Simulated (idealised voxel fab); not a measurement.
Documented hereafter: the process module known as voxel self aligned vias.
Cross-sectional view cut (width: 210 nm; square cell size: 5 nm).
Cross-section = grid of square cells, listed top down in bands; band = one or more rows.
In this notation a band is specified by the heights of its top and bottom, in that order and in nm, after which its materials appear from left to right, each paired with its width in nm. The word "everywhere" attached to a single material means that material fills the band from edge to edge; the word "blank" stands for empty space.
We count height from 0. Below that, the starting wafer is all one material. The lowest band never ends at the bottom but goes on down; see "0 nm and below" for how that is written.
Width: "30 to 40" (first number = top row, second number = bottom row, same change from row to row of cells).
For the purposes of this document, the phrase "nothing got changed" attached to a step denotes that no cell within the cross-section was modified by that step.
The entry "Enclosed internal cavities" lists the empty spaces that cover at least 8 cells and have no open path to the top. Each is written as width x height at distance, where the distance is measured from the left edge and all three values are in nm.
Where a step's line continues beyond its settings, the continuation is a remark by the simulator itself on that step.
Each step line may optionally specify "overlay nm", which for a step with a mask gives the rightward distance between the mask's planned place and where it lay, a negative value indicating the leftward direction.

[Planned process steps]
- 1: RECEIVE: material Si
- 2: CONFORMAL_DEP: material SiO2, thk nm 15
- 3: CONFORMAL_DEP: material SiCN, thk nm 5
- 4: DIRECTIONAL_DEP: material lowk, thk nm 20
- 5: DIRECTIONAL_DEP: material aC, thk nm 10
- 6: PATTERN: tone open, mask id LINES, material resist, width nm 25, pitch nm 65, thk nm 25, overlay nm 0
- 7: DIRECTIONAL_ETCH: etch materials aC, depth nm 10
- 8: STRIP: etch materials resist
- 9: DIRECTIONAL_ETCH: etch materials lowk, depth nm 20
- 10: STRIP: etch materials aC
- 11: CONFORMAL_DEP: material TiN, thk nm 5
- 12: FILL_DEP: material Ru, thk nm 10
- 13: CMP: height nm 40
- 14: SELECTIVE_ETCH: etch materials W Ru TiN, depth nm 10
- 15: FILL_DEP: material SiN, thk nm 10
- 16: CMP: height nm 40
- 17: DIRECTIONAL_DEP: material lowk, thk nm 15
- 18: PATTERN: tone open, mask id VIAS, material resist, width nm 45, pitch nm 65, thk nm 15, overlay nm 0
- 19: DIRECTIONAL_ETCH: etch materials lowk, depth nm 15
- 20: DIRECTIONAL_ETCH: etch materials SiN, depth nm 10
- 21: STRIP: etch materials resist
- 22: CONFORMAL_DEP: material TiN, thk nm 5
- 23: FILL_DEP: material W, thk nm 5
- 24: CMP: height nm 55
- 25: CONFORMAL_DEP: material SiN, thk nm 5

[Here's what the wafer looked like in cross-section when it arrived - that's after step 1]
- 0 nm and below: Si everywhere
- Enclosed internal cavities: none

[Here's the cross-section of the first of our two wafers at the end of the module - it ran as planned]
- 60 nm to 55 nm: SiN everywhere
- 55 nm to 45 nm: 15 nm lowk; 5 nm TiN; 35 nm W; 5 nm TiN; 20 nm lowk; 5 nm TiN; 35 nm W; 5 nm TiN; 20 nm lowk; 5 nm TiN; 35 nm W; 5 nm TiN; 20 nm lowk
- 45 nm to 35 nm: 15 to 25 nm lowk; 15 to 5 nm TiN; 15 nm W; 15 to 5 nm TiN; 20 to 40 nm lowk; 15 to 5 nm TiN; 15 nm W; 15 to 5 nm TiN; 20 to 40 nm lowk; 15 to 5 nm TiN; 15 nm W; 15 to 5 nm TiN; 20 to 30 nm lowk
- 35 nm to 30 nm: 25 nm lowk; 25 nm TiN; 40 nm lowk; 25 nm TiN; 40 nm lowk; 25 nm TiN; 30 nm lowk
- 30 nm to 25 nm: 25 nm lowk; 5 nm TiN; 15 nm Ru; 5 nm TiN; 40 nm lowk; 5 nm TiN; 15 nm Ru; 5 nm TiN; 40 nm lowk; 5 nm TiN; 15 nm Ru; 5 nm TiN; 30 nm lowk
- 25 nm to 20 nm: 25 nm lowk; 25 nm TiN; 40 nm lowk; 25 nm TiN; 40 nm lowk; 25 nm TiN; 30 nm lowk
- 20 nm to 15 nm: SiCN everywhere
- 15 nm to 0 nm: SiO2 everywhere
- 0 nm and below: Si everywhere
- Enclosed internal cavities: none

[Second wafer through the module, sectioned at the end: same beginning and same plan as the first wafer, with one mistake in carrying it out]
- 60 nm to 55 nm: SiN everywhere
- 55 nm to 50 nm: 15 nm SiN; 5 nm TiN; 35 nm W; 5 nm TiN; 20 nm SiN; 5 nm TiN; 35 nm W; 5 nm TiN; 20 nm SiN; 5 nm TiN; 35 nm W; 5 nm TiN; 20 nm SiN
- 50 nm to 45 nm: 15 nm SiN; 45 nm TiN; 20 nm SiN; 45 nm TiN; 20 nm SiN; 45 nm TiN; 20 nm SiN
- 45 nm to 40 nm: SiN everywhere
- 40 nm to 30 nm: 25 nm lowk; 25 nm SiN; 40 nm lowk; 25 nm SiN; 40 nm lowk; 25 nm SiN; 30 nm lowk
- 30 nm to 25 nm: 25 nm lowk; 5 nm TiN; 15 nm Ru; 5 nm TiN; 40 nm lowk; 5 nm TiN; 15 nm Ru; 5 nm TiN; 40 nm lowk; 5 nm TiN; 15 nm Ru; 5 nm TiN; 30 nm lowk
- 25 nm to 20 nm: 25 nm lowk; 25 nm TiN; 40 nm lowk; 25 nm TiN; 40 nm lowk; 25 nm TiN; 30 nm lowk
- 20 nm to 15 nm: SiCN everywhere
- 15 nm to 0 nm: SiO2 everywhere
- 0 nm and below: Si everywhere
- Enclosed internal cavities: none
The plan and the run diverged here: heads up, step 17 didn't go per plan, it actually ran as DIRECTIONAL_DEP: material SiN, thk nm 15
Final wafer comparison in cells, second versus first, more or fewer per material: SiN +102 | TiN -18 | W -39 | lowk -45
